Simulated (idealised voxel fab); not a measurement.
The name of this process module is voxel capacitor over wiring.
In the cross-section labelled cut, the width is 275 nm and each square cell is 5 nm.
For the purposes of this document, a cross-section shall be understood as a grid of square cells, specified as bands listed in top-to-bottom order, each band consisting of one or more rows of cells. Per band: top height and bottom height in nm, followed by the left-to-right materials and their widths in nm; "throughout" marks a single material spanning edge to edge, "air" marks empty space. Ref level 0: as-received wafer is one material below here. Bottom band extends down with no lower bound ("top 0, no bottom"). The two numbers in a width such as "30->40" mark its ends across the band: the first belongs to the top row of cells, the second to the bottom row, and from each row to the next the width moves by the same amount. A step reported as "all unchanged" is a step in which no cell of the cross-section changed. The list in "Enclosed cavity list" covers empty spaces of 8 cells or more that cannot reach the top through any open way, and it gives each as width x height at distance; the distance is from the left edge, and width, height and distance are in nm. It should be noted that, on the line of a given step, the content following the step's settings is a remark produced by the simulator itself with respect to that step. overlay nm: how far to the right of its planned place the mask lay on this masked step (negative: to the left).
Steps in the process plan:
- 1: op RECEIVE | material Si
- 2: op CONFORMAL_DEP | material SiO2 | thk nm 15
- 3: op DIRECTIONAL_DEP | material TiN | thk nm 5
- 4: op DIRECTIONAL_DEP | material W | thk nm 20
- 5: op MASKED_ETCH | tone cover | mask id METAL_1 | width nm 30 | pitch nm 90 | etch materials W | depth nm 20 | overlay nm 0
- 6: op MASKED_ETCH | tone cover | mask id METAL_1 | width nm 30 | pitch nm 90 | etch materials TiN | depth nm 5 | overlay nm 0
- 7: op CONFORMAL_DEP | material SiN | thk nm 5
- 8: op FILL_DEP | material lowk | thk nm 10
- 9: op CMP | height nm 40
- 10: op CONFORMAL_DEP | material SiCN | thk nm 5
- 11: op DIRECTIONAL_DEP | material lowk | thk nm 15
- 12: op MASKED_ETCH | tone open | mask id PLUG_1 | width nm 15 | etch materials lowk | depth nm 15 | overlay nm 0
- 13: op MASKED_ETCH | tone open | mask id PLUG_1 | width nm 15 | etch materials SiCN | depth nm 5 | overlay nm 0
- 14: op EPI | material Ru | thk nm 10
- 15: op EPI | material Ru | thk nm 10
- 16: op DIRECTIONAL_DEP | material TiN | thk nm 10
- 17: op DIRECTIONAL_DEP | material HfO2 | thk nm 5
- 18: op DIRECTIONAL_DEP | material TiN | thk nm 10
- 19: op MASKED_ETCH | tone cover | mask id UPPER_PLATE | width nm 65 | etch materials TiN | depth nm 10 | overlay nm 0
- 20: op MASKED_ETCH | tone cover | mask id UPPER_PLATE | width nm 65 | etch materials HfO2 | depth nm 5 | overlay nm 0
- 21: op PATTERN | tone cover | mask id LOWER_PLATE | material resist | width nm 75 | thk nm 20 | overlay nm 0
- 22: op DIRECTIONAL_ETCH | etch materials TiN | depth nm 10
- 23: op STRIP | etch materials resist
- 24: op FILL_DEP | material SiO2 | thk nm 15
- 25: op CMP | height nm 95
- 26: op DIRECTIONAL_DEP | material aC | thk nm 10
- 27: op PATTERN | tone open | mask id PLUG_2 | material resist | width nm 15 | thk nm 30 | overlay nm 0
- 28: op DIRECTIONAL_ETCH | etch materials aC | depth nm 10
- 29: op STRIP | etch materials resist
- 30: op DIRECTIONAL_ETCH | etch materials SiO2 | depth nm 10
- 31: op STRIP | etch materials aC
- 32: op CONFORMAL_DEP | material TiN | thk nm 5
- 33: op FILL_DEP | material Ru | thk nm 5
- 34: op CMP | height nm 95
- 35: op CONFORMAL_DEP | material SiN | thk nm 5
Concerning the first of two wafers, which was run in accordance with the plan:
So this is the incoming wafer in cross-section - it's already been through step 1:
top 0, no bottom: Si throughout
Enclosed cavity list: none
Wafer after step 2 (cross-section):
top 15, bottom 0: SiO2 throughout
All layers under 0 are left as they were.
Wafer after step 3 (cross-section):
top 20, bottom 15: TiN throughout
All layers under 15 are left as they were.
Wafer after step 4 (cross-section):
top 40, bottom 20: W throughout
All layers under 20 are left as they were.
Wafer after step 5 (cross-section):
top 40, bottom 20: air 75; W 30; air 60; W 30; air 80
All layers under 20 are left as they were.
Wafer after step 6 (cross-section):
top 40, bottom 20: air 75; W 30; air 60; W 30; air 80
top 20, bottom 15: air 75; TiN 30; air 60; TiN 30; air 80
All layers under 15 are left as they were.
Wafer after step 7 (cross-section):
top 45, bottom 40: air 70; SiN 40; air 50; SiN 40; air 75
top 40, bottom 20: air 70; SiN 5; W 30; SiN 5; air 50; SiN 5; W 30; SiN 5; air 75
top 20, bottom 15: SiN 75; TiN 30; SiN 60; TiN 30; SiN 80
All layers under 15 are left as they were.
Wafer after step 8 (cross-section):
top 55, bottom 45: lowk throughout
top 45, bottom 40: lowk 70; SiN 40; lowk 50; SiN 40; lowk 75
top 40, bottom 20: lowk 70; SiN 5; W 30; SiN 5; lowk 50; SiN 5; W 30; SiN 5; lowk 75
All layers under 20 are left as they were.
Wafer after step 9 (cross-section):
top 40, bottom 20: lowk 70; SiN 5; W 30; SiN 5; lowk 50; SiN 5; W 30; SiN 5; lowk 75
All layers under 20 are left as they were.
Wafer after step 10 (cross-section):
top 45, bottom 40: SiCN throughout
All layers under 40 are left as they were.
Wafer after step 11 (cross-section):
top 60, bottom 45: lowk throughout
All layers under 45 are left as they were.
Wafer after step 12 (cross-section):
top 60, bottom 45: lowk 90; air 15; lowk 170
All layers under 45 are left as they were.
Wafer after step 13 (cross-section):
top 60, bottom 45: lowk 90; air 15; lowk 170
top 45, bottom 40: SiCN 90; air 15; SiCN 170
All layers under 40 are left as they were.
Wafer after step 14 (cross-section):
top 60, bottom 50: lowk 90; air 15; lowk 170
top 50, bottom 45: lowk 90; Ru 15; lowk 170
top 45, bottom 40: SiCN 90; Ru 15; SiCN 170
All layers under 40 are left as they were.
Wafer after step 15 (cross-section):
top 60, bottom 45: lowk 90; Ru 15; lowk 170
All layers under 45 are left as they were.
Wafer after step 16 (cross-section):
top 70, bottom 60: TiN throughout
All layers under 60 are left as they were.
Wafer after step 17 (cross-section):
top 75, bottom 70: HfO2 throughout
All layers under 70 are left as they were.
Wafer after step 18 (cross-section):
top 85, bottom 75: TiN throughout
All layers under 75 are left as they were.
Wafer after step 19 (cross-section):
top 85, bottom 75: air 90; TiN 65; air 120
All layers under 75 are left as they were.
Wafer after step 20 (cross-section):
top 85, bottom 75: air 90; TiN 65; air 120
top 75, bottom 70: air 90; HfO2 65; air 120
All layers under 70 are left as they were.
Wafer after step 21 (cross-section):
top 105, bottom 85: air 85; resist 75; air 115
top 85, bottom 75: air 85; resist 5; TiN 65; resist 5; air 115
top 75, bottom 70: air 85; resist 5; HfO2 65; resist 5; air 115
All layers under 70 are left as they were.
Wafer after step 22 (cross-section):
top 105, bottom 85: air 85; resist 75; air 115
top 85, bottom 75: air 85; resist 5; TiN 65; resist 5; air 115
top 75, bottom 70: air 85; resist 5; HfO2 65; resist 5; air 115
top 70, bottom 60: air 85; TiN 75; air 115
All layers under 60 are left as they were.
Wafer after step 23 (cross-section):
top 85, bottom 75: air 90; TiN 65; air 120
top 75, bottom 70: air 90; HfO2 65; air 120
All layers under 70 are left as they were.
Wafer after step 24 (cross-section):
top 100, bottom 85: SiO2 throughout
top 85, bottom 75: SiO2 90; TiN 65; SiO2 120
top 75, bottom 70: SiO2 90; HfO2 65; SiO2 120
top 70, bottom 60: SiO2 85; TiN 75; SiO2 115
All layers under 60 are left as they were.
Wafer after step 25 (cross-section):
top 95, bottom 85: SiO2 throughout
All layers under 85 are left as they were.
Wafer after step 26 (cross-section):
top 105, bottom 95: aC throughout
All layers under 95 are left as they were.
Wafer after step 27 (cross-section):
top 135, bottom 105: resist 100; air 15; resist 160
All layers under 105 are left as they were.
Wafer after step 28 (cross-section):
top 125, bottom 105: resist 100; air 15; resist 160
top 105, bottom 95: aC 100; air 15; aC 160
All layers under 95 are left as they were.
Wafer after step 29 (cross-section):
top 105, bottom 95: aC 100; air 15; aC 160
All layers under 95 are left as they were.
Wafer after step 30 (cross-section):
top 105, bottom 95: aC 100; air 15; aC 160
top 95, bottom 85: SiO2 100; air 15; SiO2 160
All layers under 85 are left as they were.
Wafer after step 31 (cross-section):
top 95, bottom 85: SiO2 100; air 15; SiO2 160
All layers under 85 are left as they were.
Wafer after step 32 (cross-section):
top 100, bottom 95: TiN 105; air 5; TiN 165
top 95, bottom 90: SiO2 100; TiN 5; air 5; TiN 5; SiO2 160
top 90, bottom 85: SiO2 100; TiN 15; SiO2 160
All layers under 85 are left as they were.
Wafer after step 33 (cross-section):
top 105, bottom 100: Ru throughout
top 100, bottom 95: TiN 105; Ru 5; TiN 165
top 95, bottom 90: SiO2 100; TiN 5; Ru 5; TiN 5; SiO2 160
All layers under 90 are left as they were.
Wafer after step 34 (cross-section):
top 95, bottom 90: SiO2 100; TiN 5; Ru 5; TiN 5; SiO2 160
All layers under 90 are left as they were.
Wafer after step 35 (cross-section):
top 100, bottom 95: SiN throughout
All layers under 95 are left as they were.
Notes, second wafer: start = first wafer's, plan = first wafer's, execution had one mistake; history identical to first through step 8:
X-section, second wafer, when step 9 was due to finish: all unchanged
X-section, second wafer, when step 10 was due to finish:
top 60, bottom 55: SiCN throughout
All layers under 55 are left as they were.
X-section, second wafer, when step 11 was due to finish:
top 75, bottom 60: lowk throughout
All layers under 60 are left as they were.
X-section, second wafer, when step 12 was due to finish:
top 75, bottom 60: lowk 90; air 15; lowk 170
All layers under 60 are left as they were.
X-section, second wafer, when step 13 was due to finish:
top 75, bottom 60: lowk 90; air 15; lowk 170
top 60, bottom 55: SiCN 90; air 15; SiCN 170
All layers under 55 are left as they were.
X-section, second wafer, when step 14 was due to finish: all unchanged
X-section, second wafer, when step 15 was due to finish: all unchanged
X-section, second wafer, when step 16 was due to finish:
top 85, bottom 75: TiN 90; air 15; TiN 170
top 75, bottom 65: lowk 90; air 15; lowk 170
top 65, bottom 60: lowk 90; TiN 15; lowk 170
top 60, bottom 55: SiCN 90; TiN 15; SiCN 170
All layers under 55 are left as they were.
X-section, second wafer, when step 17 was due to finish:
top 90, bottom 85: HfO2 90; air 15; HfO2 170
top 85, bottom 75: TiN 90; air 15; TiN 170
top 75, bottom 70: lowk 90; air 15; lowk 170
top 70, bottom 65: lowk 90; HfO2 15; lowk 170
All layers under 65 are left as they were.
X-section, second wafer, when step 18 was due to finish:
top 100, bottom 90: TiN 90; air 15; TiN 170
top 90, bottom 85: HfO2 90; air 15; HfO2 170
top 85, bottom 80: TiN 90; air 15; TiN 170
top 80, bottom 75: TiN throughout
top 75, bottom 70: lowk 90; TiN 15; lowk 170
All layers under 70 are left as they were.
X-section, second wafer, when step 19 was due to finish:
top 100, bottom 90: air 105; TiN 50; air 120
All layers under 90 are left as they were.
X-section, second wafer, when step 20 was due to finish:
top 100, bottom 90: air 105; TiN 50; air 120
top 90, bottom 85: air 105; HfO2 50; air 120
All layers under 85 are left as they were.
X-section, second wafer, when step 21 was due to finish:
top 120, bottom 100: air 85; resist 75; air 115
top 100, bottom 90: air 85; resist 20; TiN 50; resist 5; air 115
top 90, bottom 85: air 85; resist 20; HfO2 50; resist 5; air 115
top 85, bottom 80: TiN 90; resist 15; TiN 170
All layers under 80 are left as they were.
X-section, second wafer, when step 22 was due to finish:
top 120, bottom 100: air 85; resist 75; air 115
top 100, bottom 90: air 85; resist 20; TiN 50; resist 5; air 115
top 90, bottom 85: air 85; resist 20; HfO2 50; resist 5; air 115
top 85, bottom 80: air 85; TiN 5; resist 15; TiN 55; air 115
top 80, bottom 75: air 85; TiN 75; air 115
All layers under 75 are left as they were.
X-section, second wafer, when step 23 was due to finish:
top 100, bottom 90: air 105; TiN 50; air 120
top 90, bottom 85: air 105; HfO2 50; air 120
top 85, bottom 80: air 85; TiN 5; air 15; TiN 55; air 115
All layers under 80 are left as they were.
X-section, second wafer, when step 24 was due to finish:
top 115, bottom 100: SiO2 throughout
top 100, bottom 90: SiO2 105; TiN 50; SiO2 120
top 90, bottom 85: SiO2 105; HfO2 50; SiO2 120
top 85, bottom 80: SiO2 85; TiN 5; SiO2 15; TiN 55; SiO2 115
top 80, bottom 75: SiO2 85; TiN 75; SiO2 115
All layers under 75 are left as they were.
X-section, second wafer, when step 25 was due to finish:
top 95, bottom 90: SiO2 105; TiN 50; SiO2 120
All layers under 90 are left as they were.
X-section, second wafer, when step 26 was due to finish:
top 105, bottom 95: aC throughout
All layers under 95 are left as they were.
X-section, second wafer, when step 27 was due to finish:
top 135, bottom 105: resist 100; air 15; resist 160
All layers under 105 are left as they were.
X-section, second wafer, when step 28 was due to finish:
top 125, bottom 105: resist 100; air 15; resist 160
top 105, bottom 95: aC 100; air 15; aC 160
All layers under 95 are left as they were.
X-section, second wafer, when step 29 was due to finish:
top 105, bottom 95: aC 100; air 15; aC 160
All layers under 95 are left as they were.
X-section, second wafer, when step 30 was due to finish:
top 105, bottom 95: aC 100; air 15; aC 160
top 95, bottom 90: SiO2 100; air 5; TiN 50; SiO2 120
top 90, bottom 85: SiO2 100; air 5; HfO2 50; SiO2 120
All layers under 85 are left as they were.
X-section, second wafer, when step 31 was due to finish:
top 95, bottom 90: SiO2 100; air 5; TiN 50; SiO2 120
All layers under 90 are left as they were.
X-section, second wafer, when step 32 was due to finish:
top 100, bottom 95: TiN throughout
top 95, bottom 90: SiO2 100; TiN 55; SiO2 120
top 90, bottom 85: SiO2 100; TiN 5; HfO2 50; SiO2 120
All layers under 85 are left as they were.
X-section, second wafer, when step 33 was due to finish:
top 105, bottom 100: Ru throughout
All layers under 100 are left as they were.
X-section, second wafer, when step 34 was due to finish:
top 95, bottom 90: SiO2 100; TiN 55; SiO2 120
All layers under 90 are left as they were.
X-section, second wafer, when step 35 was due to finish:
top 100, bottom 95: SiN throughout
All layers under 95 are left as they were.
Misprocessing identified: step 9 of the plan never got run, it was skipped over
End of process, cell counts, second wafer against first, materials with more or fewer: 13 fewer of Ru, 16 more of SiN, 139 fewer of SiO2, 13 fewer of TiN, 149 more of lowk
